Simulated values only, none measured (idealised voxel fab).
Module name: voxel capacitor over wiring (process module)
Xsec cut, 230 nm wide, square cell size 5 nm.
When this document writes out a cross-section, it uses a grid of square cells and lists it as bands, beginning at the top and moving down, with a band standing for one or more rows of cells.
Band: top height; bottom height; in nm. Then, left to right: material with width in nm, for each material. "edge to edge": a single material spanning edge to edge. "blank": empty space.
Convention: height 0 is the level below which the wafer, as received, is all one material. The lowest band does not terminate at the bottom but continues downward, represented as "from 0 down".
When a width is written as two numbers, as in "30->40", the first number is the width in the top row of cells of the band and the second is the width in its bottom row, and the width changes by the same amount from each row to the next.
"nothing was modified", as given for a step, is the statement that not any cell of the cross-section underwent a change during that step.
So "Closed void inventory" is basically the list of trapped voids: any empty space of 8 cells or more that can't reach the top through an opening. They're written width x height at distance, the distance being from the left edge, and it's all nm.
Note: text after step settings on the step line = simulator remark on that step.
The "overlay nm" setting may appear on a step's line; for a step that uses a mask, it gives how far to the right of its planned position the mask lay, and a negative value indicates the left.
Below you will find pairs of cross-sections. In each, one shows the wafer before one process step and the other after it, with the after view ending at the lowest band that changed. Under each pair is the step separating them, along with its settings. Do not assume the pairs form a chain: they can come from different runs of this module on the same starting wafer, and a pair continues from the pair above it only when its "State on entry" entry says so.

-- State on entry
> from 0 down = Si edge to edge
> Closed void inventory: none

-- Sectional View, Post-Process
> from 10 to 0 = SiO2 edge to edge
> Below 0, no change.
> Closed void inventory: none
For reference, the processing step occurring between the two cross-sections presented above is as follows: CONFORMAL_DEP with material SiO2, thk nm 10

State on entry: The structure entering this step is exactly what the pair just above shows after its step.

-- Sectional View, Post-Process
> from 15 to 10 = SiCN edge to edge
> Below 10, no change.
> Closed void inventory: none
For reference, the processing step occurring between the two cross-sections presented above is as follows: CONFORMAL_DEP with material SiCN, thk nm 5

State on entry: The structure entering this step is exactly what the pair just above shows after its step.

-- Sectional View, Post-Process
> from 35 to 15 = SiO2 edge to edge
> Below 15, no change.
> Closed void inventory: none
For reference, the processing step occurring between the two cross-sections presented above is as follows: DIRECTIONAL_DEP with material SiO2, thk nm 20

State on entry: The structure entering this step is exactly what the pair just above shows after its step.

-- Sectional View, Post-Process
> from 45 to 35 = aC edge to edge
> Below 35, no change.
> Closed void inventory: none
For reference, the processing step occurring between the two cross-sections presented above is as follows: DIRECTIONAL_DEP with material aC, thk nm 10

State on entry: The structure entering this step is exactly what the pair just above shows after its step.

-- Sectional View, Post-Process
> from 70 to 45 = 55 resist; 25 blank; 70 resist; 25 blank; 55 resist
> Below 45, no change.
> Closed void inventory: none
For reference, the processing step occurring between the two cross-sections presented above is as follows: PATTERN with tone open, mask id METAL_1, material resist, width nm 25, pitch nm 95, thk nm 25, overlay nm 0

State on entry: The structure entering this step is exactly what the pair just above shows after its step.

-- Sectional View, Post-Process
> from 60 to 45 = 55 resist; 25 blank; 70 resist; 25 blank; 55 resist
> from 45 to 35 = 55 aC; 25 blank; 70 aC; 25 blank; 55 aC
> Below 35, no change.
> Closed void inventory: none
For reference, the processing step occurring between the two cross-sections presented above is as follows: DIRECTIONAL_ETCH with etch materials aC, depth nm 10

State on entry: The structure entering this step is exactly what the pair just above shows after its step.

-- Sectional View, Post-Process
> from 45 to 35 = 55 aC; 25 blank; 70 aC; 25 blank; 55 aC
> Below 35, no change.
> Closed void inventory: none
For reference, the processing step occurring between the two cross-sections presented above is as follows: STRIP with etch materials resist

State on entry: The structure entering this step is exactly what the pair just above shows after its step.

-- Sectional View, Post-Process
> from 45 to 35 = 55 aC; 25 blank; 70 aC; 25 blank; 55 aC
> from 35 to 15 = 55 SiO2; 25 blank; 70 SiO2; 25 blank; 55 SiO2
> Below 15, no change.
> Closed void inventory: none
For reference, the processing step occurring between the two cross-sections presented above is as follows: DIRECTIONAL_ETCH with etch materials SiO2, depth nm 20

State on entry: The structure entering this step is exactly what the pair just above shows after its step.

-- Sectional View, Post-Process
> from 45 to 35 = 55 aC; 25 blank; 70 aC; 25 blank; 55 aC
> from 35 to 15 = 55 SiO2; 25 blank; 70 SiO2; 25 blank; 55 SiO2
> from 15 to 10 = 55 SiCN; 25 blank; 70 SiCN; 25 blank; 55 SiCN
> Below 10, no change.
> Closed void inventory: none
For reference, the processing step occurring between the two cross-sections presented above is as follows: DIRECTIONAL_ETCH with etch materials SiCN, depth nm 5

State on entry: The structure entering this step is exactly what the pair just above shows after its step.

-- Sectional View, Post-Process
> from 35 to 15 = 55 SiO2; 25 blank; 70 SiO2; 25 blank; 55 SiO2
> Below 15, no change.
> Closed void inventory: none
For reference, the processing step occurring between the two cross-sections presented above is as follows: STRIP with etch materials aC

State on entry: The structure entering this step is exactly what the pair just above shows after its step.

-- Sectional View, Post-Process
> from 40 to 35 = 60 TiN; 15 blank; 80 TiN; 15 blank; 60 TiN
> from 35 to 15 = 55 SiO2; 5 TiN; 15 blank; 5 TiN; 70 SiO2; 5 TiN; 15 blank; 5 TiN; 55 SiO2
> from 15 to 10 = 55 SiCN; 25 TiN; 70 SiCN; 25 TiN; 55 SiCN
> Below 10, no change.
> Closed void inventory: none
For reference, the processing step occurring between the two cross-sections presented above is as follows: CONFORMAL_DEP with material TiN, thk nm 5

State on entry: The structure entering this step is exactly what the pair just above shows after its step.

-- Sectional View, Post-Process
> from 50 to 40 = Cu edge to edge
> from 40 to 35 = 60 TiN; 15 Cu; 80 TiN; 15 Cu; 60 TiN
> from 35 to 15 = 55 SiO2; 5 TiN; 15 Cu; 5 TiN; 70 SiO2; 5 TiN; 15 Cu; 5 TiN; 55 SiO2
> Below 15, no change.
> Closed void inventory: none
For reference, the processing step occurring between the two cross-sections presented above is as follows: FILL_DEP with material Cu, thk nm 10

State on entry: The structure entering this step is exactly what the pair just above shows after its step.

-- Sectional View, Post-Process
> from 35 to 15 = 55 SiO2; 5 TiN; 15 Cu; 5 TiN; 70 SiO2; 5 TiN; 15 Cu; 5 TiN; 55 SiO2
> Below 15, no change.
> Closed void inventory: none
For reference, the processing step occurring between the two cross-sections presented above is as follows: CMP with height nm 35

State on entry: The structure entering this step is exactly what the pair just above shows after its step.

-- Sectional View, Post-Process
> from 40 to 35 = SiCN edge to edge
> Below 35, no change.
> Closed void inventory: none
For reference, the processing step occurring between the two cross-sections presented above is as follows: CONFORMAL_DEP with material SiCN, thk nm 5

State on entry: The structure entering this step is exactly what the pair just above shows after its step.

-- Sectional View, Post-Process
> from 50 to 40 = SiO2 edge to edge
> Below 40, no change.
> Closed void inventory: none
For reference, the processing step occurring between the two cross-sections presented above is as follows: DIRECTIONAL_DEP with material SiO2, thk nm 10

State on entry: The structure entering this step is exactly what the pair just above shows after its step.

-- Sectional View, Post-Process
> from 65 to 50 = 65 resist; 15 blank; 150 resist
> Below 50, no change.
> Closed void inventory: none
For reference, the processing step occurring between the two cross-sections presented above is as follows: PATTERN with tone open, mask id PLUG_1, material resist, width nm 15, thk nm 15, overlay nm 0

State on entry: The structure entering this step is exactly what the pair just above shows after its step.

-- Sectional View, Post-Process
> from 65 to 50 = 65 resist; 15 blank; 150 resist
> from 50 to 40 = 65 SiO2; 15 blank; 150 SiO2
> Below 40, no change.
> Closed void inventory: none
For reference, the processing step occurring between the two cross-sections presented above is as follows: DIRECTIONAL_ETCH with etch materials SiO2, depth nm 10

State on entry: The structure entering this step is exactly what the pair just above shows after its step.

-- Sectional View, Post-Process
> from 65 to 50 = 65 resist; 15 blank; 150 resist
> from 50 to 40 = 65 SiO2; 15 blank; 150 SiO2
> from 40 to 35 = 65 SiCN; 15 blank; 150 SiCN
> Below 35, no change.
> Closed void inventory: none
For reference, the processing step occurring between the two cross-sections presented above is as follows: DIRECTIONAL_ETCH with etch materials SiCN, depth nm 5

State on entry: The structure entering this step is exactly what the pair just above shows after its step.

-- Sectional View, Post-Process
> from 50 to 40 = 65 SiO2; 15 blank; 150 SiO2
> Below 40, no change.
> Closed void inventory: none
For reference, the processing step occurring between the two cross-sections presented above is as follows: STRIP with etch materials resist

State on entry: The structure entering this step is exactly what the pair just above shows after its step.

-- Sectional View, Post-Process
> from 55 to 50 = 70 TiN; 5 blank; 155 TiN
> from 50 to 40 = 65 SiO2; 5 TiN; 5 blank; 5 TiN; 150 SiO2
> from 40 to 35 = 65 SiCN; 15 TiN; 150 SiCN
> Below 35, no change.
> Closed void inventory: none
For reference, the processing step occurring between the two cross-sections presented above is as follows: CONFORMAL_DEP with material TiN, thk nm 5

State on entry: The structure entering this step is exactly what the pair just above shows after its step.

-- Sectional View, Post-Process
> from 65 to 55 = Cu edge to edge
> from 55 to 50 = 70 TiN; 5 Cu; 155 TiN
> from 50 to 40 = 65 SiO2; 5 TiN; 5 Cu; 5 TiN; 150 SiO2
> Below 40, no change.
> Closed void inventory: none
For reference, the processing step occurring between the two cross-sections presented above is as follows: FILL_DEP with material Cu, thk nm 10

State on entry: The structure entering this step is exactly what the pair just above shows after its step.

-- Sectional View, Post-Process
> from 50 to 40 = 65 SiO2; 5 TiN; 5 Cu; 5 TiN; 150 SiO2
> Below 40, no change.
> Closed void inventory: none
For reference, the processing step occurring between the two cross-sections presented above is as follows: CMP with height nm 50

State on entry: The structure entering this step is exactly what the pair just above shows after its step.

-- Sectional View, Post-Process
> from 55 to 50 = TiN edge to edge
> Below 50, no change.
> Closed void inventory: none
For reference, the processing step occurring between the two cross-sections presented above is as follows: DIRECTIONAL_DEP with material TiN, thk nm 5

State on entry: The structure entering this step is exactly what the pair just above shows after its step.

-- Sectional View, Post-Process
> from 60 to 55 = SiN edge to edge
> Below 55, no change.
> Closed void inventory: none
For reference, the processing step occurring between the two cross-sections presented above is as follows: DIRECTIONAL_DEP with material SiN, thk nm 5

State on entry: The structure entering this step is exactly what the pair just above shows after its step.

-- Sectional View, Post-Process
> from 65 to 60 = TiN edge to edge
> Below 60, no change.
> Closed void inventory: none
For reference, the processing step occurring between the two cross-sections presented above is as follows: DIRECTIONAL_DEP with material TiN, thk nm 5

State on entry: The structure entering this step is exactly what the pair just above shows after its step.

-- Sectional View, Post-Process
> from 65 to 60 = 65 blank; 75 TiN; 90 blank
> Below 60, no change.
> Closed void inventory: none
For reference, the processing step occurring between the two cross-sections presented above is as follows: MASKED_ETCH with tone cover, mask id UPPER_PLATE, width nm 75, etch materials TiN, depth nm 5, overlay nm 0

State on entry: The structure entering this step is exactly what the pair just above shows after its step.

-- Sectional View, Post-Process
> from 65 to 60 = 65 blank; 75 TiN; 90 blank
> from 60 to 55 = 65 blank; 75 SiN; 90 blank
> Below 55, no change.
> Closed void inventory: none
For reference, the processing step occurring between the two cross-sections presented above is as follows: MASKED_ETCH with tone cover, mask id UPPER_PLATE, width nm 75, etch materials SiN, depth nm 5, overlay nm 0

State on entry: The structure entering this step is exactly what the pair just above shows after its step.

-- Sectional View, Post-Process
> from 75 to 65 = 65 blank; 75 aC; 90 blank
> from 65 to 60 = 65 aC; 75 TiN; 90 aC
> from 60 to 55 = 65 aC; 75 SiN; 90 aC
> Below 55, no change.
> Closed void inventory: none
For reference, the processing step occurring between the two cross-sections presented above is as follows: DIRECTIONAL_DEP with material aC, thk nm 10

State on entry: The structure entering this step is exactly what the pair just above shows after its step.

-- Sectional View, Post-Process
> from 100 to 75 = 60 blank; 85 resist; 85 blank
> from 75 to 65 = 60 blank; 5 resist; 75 aC; 5 resist; 85 blank
> Below 65, no change.
> Closed void inventory: none
For reference, the processing step occurring between the two cross-sections presented above is as follows: PATTERN with tone cover, mask id LOWER_PLATE, material resist, width nm 85, thk nm 25, overlay nm 0

State on entry: The structure entering this step is exactly what the pair just above shows after its step.

-- Sectional View, Post-Process
> from 90 to 75 = 60 blank; 85 resist; 85 blank
> from 75 to 65 = 60 blank; 5 resist; 75 aC; 5 resist; 85 blank
> from 65 to 60 = 60 blank; 5 aC; 75 TiN; 5 aC; 85 blank
> from 60 to 55 = 60 blank; 5 aC; 75 SiN; 5 aC; 85 blank
> Below 55, no change.
> Closed void inventory: none
For reference, the processing step occurring between the two cross-sections presented above is as follows: DIRECTIONAL_ETCH with etch materials aC, depth nm 10

State on entry: The structure entering this step is exactly what the pair just above shows after its step.

-- Sectional View, Post-Process
> from 75 to 65 = 65 blank; 75 aC; 90 blank
> Below 65, no change.
> Closed void inventory: none
For reference, the processing step occurring between the two cross-sections presented above is as follows: STRIP with etch materials resist

State on entry: The structure entering this step is exactly what the pair just above shows after its step.

-- Sectional View, Post-Process
> from 75 to 65 = 65 blank; 75 aC; 90 blank
> from 65 to 60 = 60 blank; 5 aC; 75 TiN; 5 aC; 85 blank
> from 60 to 55 = 60 blank; 5 aC; 75 SiN; 5 aC; 85 blank
> from 55 to 50 = 60 blank; 85 TiN; 85 blank
> Below 50, no change.
> Closed void inventory: none
For reference, the processing step occurring between the two cross-sections presented above is as follows: DIRECTIONAL_ETCH with etch materials TiN, depth nm 5

State on entry: The structure entering this step is exactly what the pair just above shows after its step.

-- Sectional View, Post-Process
> from 65 to 60 = 65 blank; 75 TiN; 90 blank
> from 60 to 55 = 65 blank; 75 SiN; 90 blank
> Below 55, no change.
> Closed void inventory: none
For reference, the processing step occurring between the two cross-sections presented above is as follows: STRIP with etch materials aC

State on entry: The structure entering this step is exactly what the pair just above shows after its step.

-- Sectional View, Post-Process
> from 80 to 65 = SiO2 edge to edge
> from 65 to 60 = 65 SiO2; 75 TiN; 90 SiO2
> from 60 to 55 = 65 SiO2; 75 SiN; 90 SiO2
> from 55 to 50 = 60 SiO2; 85 TiN; 85 SiO2
> Below 50, no change.
> Closed void inventory: none
For reference, the processing step occurring between the two cross-sections presented above is as follows: FILL_DEP with material SiO2, thk nm 15

State on entry: The structure entering this step is exactly what the pair just above shows after its step.

-- Sectional View, Post-Process
> from 75 to 65 = SiO2 edge to edge
> Below 65, no change.
> Closed void inventory: none
For reference, the processing step occurring between the two cross-sections presented above is as follows: CMP with height nm 75

State on entry: The structure entering this step is exactly what the pair just above shows after its step.

-- Sectional View, Post-Process
> from 90 to 75 = aC edge to edge
> Below 75, no change.
> Closed void inventory: none
For reference, the processing step occurring between the two cross-sections presented above is as follows: DIRECTIONAL_DEP with material aC, thk nm 15

State on entry: The structure entering this step is exactly what the pair just above shows after its step.

-- Sectional View, Post-Process
> from 120 to 90 = 75 resist; 15 blank; 140 resist
> Below 90, no change.
> Closed void inventory: none
For reference, the processing step occurring between the two cross-sections presented above is as follows: PATTERN with tone open, mask id PLUG_2, material resist, width nm 15, thk nm 30, overlay nm 0

State on entry: The structure entering this step is exactly what the pair just above shows after its step.

-- Sectional View, Post-Process
> from 105 to 90 = 75 resist; 15 blank; 140 resist
> from 90 to 75 = 75 aC; 15 blank; 140 aC
> Below 75, no change.
> Closed void inventory: none
For reference, the processing step occurring between the two cross-sections presented above is as follows: DIRECTIONAL_ETCH with etch materials aC, depth nm 15

State on entry: The structure entering this step is exactly what the pair just above shows after its step.

-- Sectional View, Post-Process
> from 90 to 75 = 75 aC; 15 blank; 140 aC
> Below 75, no change.
> Closed void inventory: none
For reference, the processing step occurring between the two cross-sections presented above is as follows: STRIP with etch materials resist

State on entry: The structure entering this step is exactly what the pair just above shows after its step.

-- Sectional View, Post-Process
> from 90 to 75 = 75 aC; 15 blank; 140 aC
> from 75 to 65 = 75 SiO2; 15 blank; 140 SiO2
> Below 65, no change.
> Closed void inventory: none
For reference, the processing step occurring between the two cross-sections presented above is as follows: DIRECTIONAL_ETCH with etch materials SiO2, depth nm 10

State on entry: The structure entering this step is exactly what the pair just above shows after its step.

-- Sectional View, Post-Process
> from 75 to 65 = 75 SiO2; 15 blank; 140 SiO2
> Below 65, no change.
> Closed void inventory: none
For reference, the processing step occurring between the two cross-sections presented above is as follows: STRIP with etch materials aC

State on entry: The structure entering this step is exactly what the pair just above shows after its step.

-- Sectional View, Post-Process
> from 80 to 75 = 80 TiN; 5 blank; 145 TiN
> from 75 to 70 = 75 SiO2; 5 TiN; 5 blank; 5 TiN; 140 SiO2
> from 70 to 60 = 75->65 SiO2; 15->75 TiN; 140->90 SiO2
> Below 60, no change.
> Closed void inventory: none
For reference, the processing step occurring between the two cross-sections presented above is as follows: CONFORMAL_DEP with material TiN, thk nm 5

State on entry: The structure entering this step is exactly what the pair just above shows after its step.

-- Sectional View, Post-Process
> from 90 to 80 = W edge to edge
> from 80 to 75 = 80 TiN; 5 W; 145 TiN
> from 75 to 70 = 75 SiO2; 5 TiN; 5 W; 5 TiN; 140 SiO2
> Below 70, no change.
> Closed void inventory: none
For reference, the processing step occurring between the two cross-sections presented above is as follows: FILL_DEP with material W, thk nm 10

State on entry: The structure entering this step is exactly what the pair just above shows after its step.

-- Sectional View, Post-Process
> from 75 to 70 = 75 SiO2; 5 TiN; 5 W; 5 TiN; 140 SiO2
> Below 70, no change.
> Closed void inventory: none
For reference, the processing step occurring between the two cross-sections presented above is as follows: CMP with height nm 75

State on entry: The structure entering this step is exactly what the pair just above shows after its step.

-- Sectional View, Post-Process
> from 80 to 75 = SiN edge to edge
> Below 75, no change.
> Closed void inventory: none
For reference, the processing step occurring between the two cross-sections presented above is as follows: CONFORMAL_DEP with material SiN, thk nm 5

-- State on entry
> from 50 to 40 = Cu edge to edge
> from 40 to 35 = 60 TiN; 15 Cu; 80 TiN; 15 Cu; 60 TiN
> from 35 to 15 = 55 SiO2; 5 TiN; 15 Cu; 5 TiN; 70 SiO2; 5 TiN; 15 Cu; 5 TiN; 55 SiO2
> from 15 to 10 = 55 SiCN; 25 TiN; 70 SiCN; 25 TiN; 55 SiCN
> from 10 to 0 = SiO2 edge to edge
> from 0 down = Si edge to edge
> Closed void inventory: none

-- Sectional View, Post-Process
> from 55 to 50 = SiCN edge to edge
> Below 50, no change.
> Closed void inventory: none
For reference, the processing step occurring between the two cross-sections presented above is as follows: CONFORMAL_DEP with material SiCN, thk nm 5

State on entry: The structure entering this step is exactly what the pair just above shows after its step.

-- Sectional View, Post-Process
> from 65 to 55 = SiO2 edge to edge
> Below 55, no change.
> Closed void inventory: none
For reference, the processing step occurring between the two cross-sections presented above is as follows: DIRECTIONAL_DEP with material SiO2, thk nm 10

State on entry: The structure entering this step is exactly what the pair just above shows after its step.

-- Sectional View, Post-Process
> from 80 to 65 = 65 resist; 15 blank; 150 resist
> Below 65, no change.
> Closed void inventory: none
For reference, the processing step occurring between the two cross-sections presented above is as follows: PATTERN with tone open, mask id PLUG_1, material resist, width nm 15, thk nm 15, overlay nm 0

State on entry: The structure entering this step is exactly what the pair just above shows after its step.

-- Sectional View, Post-Process
> from 80 to 65 = 65 resist; 15 blank; 150 resist
> from 65 to 55 = 65 SiO2; 15 blank; 150 SiO2
> Below 55, no change.
> Closed void inventory: none
For reference, the processing step occurring between the two cross-sections presented above is as follows: DIRECTIONAL_ETCH with etch materials SiO2, depth nm 10

State on entry: The structure entering this step is exactly what the pair just above shows after its step.

-- Sectional View, Post-Process
> from 80 to 65 = 65 resist; 15 blank; 150 resist
> from 65 to 55 = 65 SiO2; 15 blank; 150 SiO2
> from 55 to 50 = 65 SiCN; 15 blank; 150 SiCN
> Below 50, no change.
> Closed void inventory: none
For reference, the processing step occurring between the two cross-sections presented above is as follows: DIRECTIONAL_ETCH with etch materials SiCN, depth nm 5

State on entry: The structure entering this step is exactly what the pair just above shows after its step.

-- Sectional View, Post-Process
> from 65 to 55 = 65 SiO2; 15 blank; 150 SiO2
> Below 55, no change.
> Closed void inventory: none
For reference, the processing step occurring between the two cross-sections presented above is as follows: STRIP with etch materials resist

State on entry: The structure entering this step is exactly what the pair just above shows after its step.

-- Sectional View, Post-Process
> from 70 to 65 = 70 TiN; 5 blank; 155 TiN
> from 65 to 55 = 65 SiO2; 5 TiN; 5 blank; 5 TiN; 150 SiO2
> from 55 to 50 = 65 SiCN; 15 TiN; 150 SiCN
> Below 50, no change.
> Closed void inventory: none
For reference, the processing step occurring between the two cross-sections presented above is as follows: CONFORMAL_DEP with material TiN, thk nm 5

State on entry: The structure entering this step is exactly what the pair just above shows after its step.

-- Sectional View, Post-Process
> from 80 to 70 = Cu edge to edge
> from 70 to 65 = 70 TiN; 5 Cu; 155 TiN
> from 65 to 55 = 65 SiO2; 5 TiN; 5 Cu; 5 TiN; 150 SiO2
> Below 55, no change.
> Closed void inventory: none
For reference, the processing step occurring between the two cross-sections presented above is as follows: FILL_DEP with material Cu, thk nm 10

State on entry: The structure entering this step is exactly what the pair just above shows after its step.

-- Sectional View, Post-Process
> from 50 to 40 = Cu edge to edge
> Below 40, no change.
> Closed void inventory: none
For reference, the processing step occurring between the two cross-sections presented above is as follows: CMP with height nm 50

State on entry: The structure entering this step is exactly what the pair just above shows after its step.

-- Sectional View, Post-Process
> from 55 to 50 = TiN edge to edge
> Below 50, no change.
> Closed void inventory: none
For reference, the processing step occurring between the two cross-sections presented above is as follows: DIRECTIONAL_DEP with material TiN, thk nm 5

State on entry: The structure entering this step is exactly what the pair just above shows after its step.

-- Sectional View, Post-Process
> from 60 to 55 = SiN edge to edge
> Below 55, no change.
> Closed void inventory: none
For reference, the processing step occurring between the two cross-sections presented above is as follows: DIRECTIONAL_DEP with material SiN, thk nm 5

State on entry: The structure entering this step is exactly what the pair just above shows after its step.

-- Sectional View, Post-Process
> from 65 to 60 = TiN edge to edge
> Below 60, no change.
> Closed void inventory: none
For reference, the processing step occurring between the two cross-sections presented above is as follows: DIRECTIONAL_DEP with material TiN, thk nm 5

State on entry: The structure entering this step is exactly what the pair just above shows after its step.

-- Sectional View, Post-Process
> from 65 to 60 = 65 blank; 75 TiN; 90 blank
> Below 60, no change.
> Closed void inventory: none
For reference, the processing step occurring between the two cross-sections presented above is as follows: MASKED_ETCH with tone cover, mask id UPPER_PLATE, width nm 75, etch materials TiN, depth nm 5, overlay nm 0

State on entry: The structure entering this step is exactly what the pair just above shows after its step.

-- Sectional View, Post-Process
> from 65 to 60 = 65 blank; 75 TiN; 90 blank
> from 60 to 55 = 65 blank; 75 SiN; 90 blank
> Below 55, no change.
> Closed void inventory: none
For reference, the processing step occurring between the two cross-sections presented above is as follows: MASKED_ETCH with tone cover, mask id UPPER_PLATE, width nm 75, etch materials SiN, depth nm 5, overlay nm 0

State on entry: The structure entering this step is exactly what the pair just above shows after its step.

-- Sectional View, Post-Process
> from 75 to 65 = 65 blank; 75 aC; 90 blank
> from 65 to 60 = 65 aC; 75 TiN; 90 aC
> from 60 to 55 = 65 aC; 75 SiN; 90 aC
> Below 55, no change.
> Closed void inventory: none
For reference, the processing step occurring between the two cross-sections presented above is as follows: DIRECTIONAL_DEP with material aC, thk nm 10

State on entry: The structure entering this step is exactly what the pair just above shows after its step.

-- Sectional View, Post-Process
> from 100 to 75 = 60 blank; 85 resist; 85 blank
> from 75 to 65 = 60 blank; 5 resist; 75 aC; 5 resist; 85 blank
> Below 65, no change.
> Closed void inventory: none
For reference, the processing step occurring between the two cross-sections presented above is as follows: PATTERN with tone cover, mask id LOWER_PLATE, material resist, width nm 85, thk nm 25, overlay nm 0

State on entry: The structure entering this step is exactly what the pair just above shows after its step.

-- Sectional View, Post-Process
> from 90 to 75 = 60 blank; 85 resist; 85 blank
> from 75 to 65 = 60 blank; 5 resist; 75 aC; 5 resist; 85 blank
> from 65 to 60 = 60 blank; 5 aC; 75 TiN; 5 aC; 85 blank
> from 60 to 55 = 60 blank; 5 aC; 75 SiN; 5 aC; 85 blank
> Below 55, no change.
> Closed void inventory: none
For reference, the processing step occurring between the two cross-sections presented above is as follows: DIRECTIONAL_ETCH with etch materials aC, depth nm 10

State on entry: The structure entering this step is exactly what the pair just above shows after its step.

-- Sectional View, Post-Process
> from 75 to 65 = 65 blank; 75 aC; 90 blank
> Below 65, no change.
> Closed void inventory: none
For reference, the processing step occurring between the two cross-sections presented above is as follows: STRIP with etch materials resist

State on entry: The structure entering this step is exactly what the pair just above shows after its step.

-- Sectional View, Post-Process
> from 75 to 65 = 65 blank; 75 aC; 90 blank
> from 65 to 60 = 60 blank; 5 aC; 75 TiN; 5 aC; 85 blank
> from 60 to 55 = 60 blank; 5 aC; 75 SiN; 5 aC; 85 blank
> from 55 to 50 = 60 blank; 85 TiN; 85 blank
> Below 50, no change.
> Closed void inventory: none
For reference, the processing step occurring between the two cross-sections presented above is as follows: DIRECTIONAL_ETCH with etch materials TiN, depth nm 5

State on entry: The structure entering this step is exactly what the pair just above shows after its step.

-- Sectional View, Post-Process
> from 65 to 60 = 65 blank; 75 TiN; 90 blank
> from 60 to 55 = 65 blank; 75 SiN; 90 blank
> Below 55, no change.
> Closed void inventory: none
For reference, the processing step occurring between the two cross-sections presented above is as follows: STRIP with etch materials aC

State on entry: The structure entering this step is exactly what the pair just above shows after its step.

-- Sectional View, Post-Process
> from 80 to 65 = SiO2 edge to edge
> from 65 to 60 = 65 SiO2; 75 TiN; 90 SiO2
> from 60 to 55 = 65 SiO2; 75 SiN; 90 SiO2
> from 55 to 50 = 60 SiO2; 85 TiN; 85 SiO2
> Below 50, no change.
> Closed void inventory: none
For reference, the processing step occurring between the two cross-sections presented above is as follows: FILL_DEP with material SiO2, thk nm 15

State on entry: The structure entering this step is exactly what the pair just above shows after its step.

-- Sectional View, Post-Process
> from 75 to 65 = SiO2 edge to edge
> Below 65, no change.
> Closed void inventory: none
For reference, the processing step occurring between the two cross-sections presented above is as follows: CMP with height nm 75

State on entry: The structure entering this step is exactly what the pair just above shows after its step.

-- Sectional View, Post-Process
> from 90 to 75 = aC edge to edge
> Below 75, no change.
> Closed void inventory: none
For reference, the processing step occurring between the two cross-sections presented above is as follows: DIRECTIONAL_DEP with material aC, thk nm 15

State on entry: The structure entering this step is exactly what the pair just above shows after its step.

-- Sectional View, Post-Process
> from 120 to 90 = 75 resist; 15 blank; 140 resist
> Below 90, no change.
> Closed void inventory: none
For reference, the processing step occurring between the two cross-sections presented above is as follows: PATTERN with tone open, mask id PLUG_2, material resist, width nm 15, thk nm 30, overlay nm 0

State on entry: The structure entering this step is exactly what the pair just above shows after its step.

-- Sectional View, Post-Process
> from 105 to 90 = 75 resist; 15 blank; 140 resist
> from 90 to 75 = 75 aC; 15 blank; 140 aC
> Below 75, no change.
> Closed void inventory: none
For reference, the processing step occurring between the two cross-sections presented above is as follows: DIRECTIONAL_ETCH with etch materials aC, depth nm 15

State on entry: The structure entering this step is exactly what the pair just above shows after its step.

-- Sectional View, Post-Process
> from 90 to 75 = 75 aC; 15 blank; 140 aC
> Below 75, no change.
> Closed void inventory: none
For reference, the processing step occurring between the two cross-sections presented above is as follows: STRIP with etch materials resist

State on entry: The structure entering this step is exactly what the pair just above shows after its step.

-- Sectional View, Post-Process
> from 90 to 75 = 75 aC; 15 blank; 140 aC
> from 75 to 65 = 75 SiO2; 15 blank; 140 SiO2
> Below 65, no change.
> Closed void inventory: none
For reference, the processing step occurring between the two cross-sections presented above is as follows: DIRECTIONAL_ETCH with etch materials SiO2, depth nm 10

State on entry: The structure entering this step is exactly what the pair just above shows after its step.

-- Sectional View, Post-Process
> from 75 to 65 = 75 SiO2; 15 blank; 140 SiO2
> Below 65, no change.
> Closed void inventory: none
For reference, the processing step occurring between the two cross-sections presented above is as follows: STRIP with etch materials aC

State on entry: The structure entering this step is exactly what the pair just above shows after its step.

-- Sectional View, Post-Process
> from 80 to 75 = 80 TiN; 5 blank; 145 TiN
> from 75 to 70 = 75 SiO2; 5 TiN; 5 blank; 5 TiN; 140 SiO2
> from 70 to 60 = 75->65 SiO2; 15->75 TiN; 140->90 SiO2
> Below 60, no change.
> Closed void inventory: none
For reference, the processing step occurring between the two cross-sections presented above is as follows: CONFORMAL_DEP with material TiN, thk nm 5

State on entry: The structure entering this step is exactly what the pair just above shows after its step.

-- Sectional View, Post-Process
> from 90 to 80 = W edge to edge
> from 80 to 75 = 80 TiN; 5 W; 145 TiN
> from 75 to 70 = 75 SiO2; 5 TiN; 5 W; 5 TiN; 140 SiO2
> Below 70, no change.
> Closed void inventory: none
For reference, the processing step occurring between the two cross-sections presented above is as follows: FILL_DEP with material W, thk nm 10

State on entry: The structure entering this step is exactly what the pair just above shows after its step.

-- Sectional View, Post-Process
> from 75 to 70 = 75 SiO2; 5 TiN; 5 W; 5 TiN; 140 SiO2
> Below 70, no change.
> Closed void inventory: none
For reference, the processing step occurring between the two cross-sections presented above is as follows: CMP with height nm 75

State on entry: The structure entering this step is exactly what the pair just above shows after its step.

-- Sectional View, Post-Process
> from 80 to 75 = SiN edge to edge
> Below 75, no change.
> Closed void inventory: none
For reference, the processing step occurring between the two cross-sections presented above is as follows: CONFORMAL_DEP with material SiN, thk nm 5

-- State on entry
> from 0 down = Si edge to edge
> Closed void inventory: none

-- Sectional View, Post-Process
> from 5 to 0 = SiCN edge to edge
> Below 0, no change.
> Closed void inventory: none
For reference, the processing step occurring between the two cross-sections presented above is as follows: CONFORMAL_DEP with material SiCN, thk nm 5

State on entry: The structure entering this step is exactly what the pair just above shows after its step.

-- Sectional View, Post-Process
> from 15 to 5 = SiO2 edge to edge
> Below 5, no change.
> Closed void inventory: none
For reference, the processing step occurring between the two cross-sections presented above is as follows: CONFORMAL_DEP with material SiO2, thk nm 10

State on entry: The structure entering this step is exactly what the pair just above shows after its step.

-- Sectional View, Post-Process
> from 35 to 5 = SiO2 edge to edge
> Below 5, no change.
> Closed void inventory: none
For reference, the processing step occurring between the two cross-sections presented above is as follows: DIRECTIONAL_DEP with material SiO2, thk nm 20

State on entry: The structure entering this step is exactly what the pair just above shows after its step.

-- Sectional View, Post-Process
> from 45 to 35 = aC edge to edge
> Below 35, no change.
> Closed void inventory: none
For reference, the processing step occurring between the two cross-sections presented above is as follows: DIRECTIONAL_DEP with material aC, thk nm 10

State on entry: The structure entering this step is exactly what the pair just above shows after its step.

-- Sectional View, Post-Process
> from 70 to 45 = 55 resist; 25 blank; 70 resist; 25 blank; 55 resist
> Below 45, no change.
> Closed void inventory: none
For reference, the processing step occurring between the two cross-sections presented above is as follows: PATTERN with tone open, mask id METAL_1, material resist, width nm 25, pitch nm 95, thk nm 25, overlay nm 0
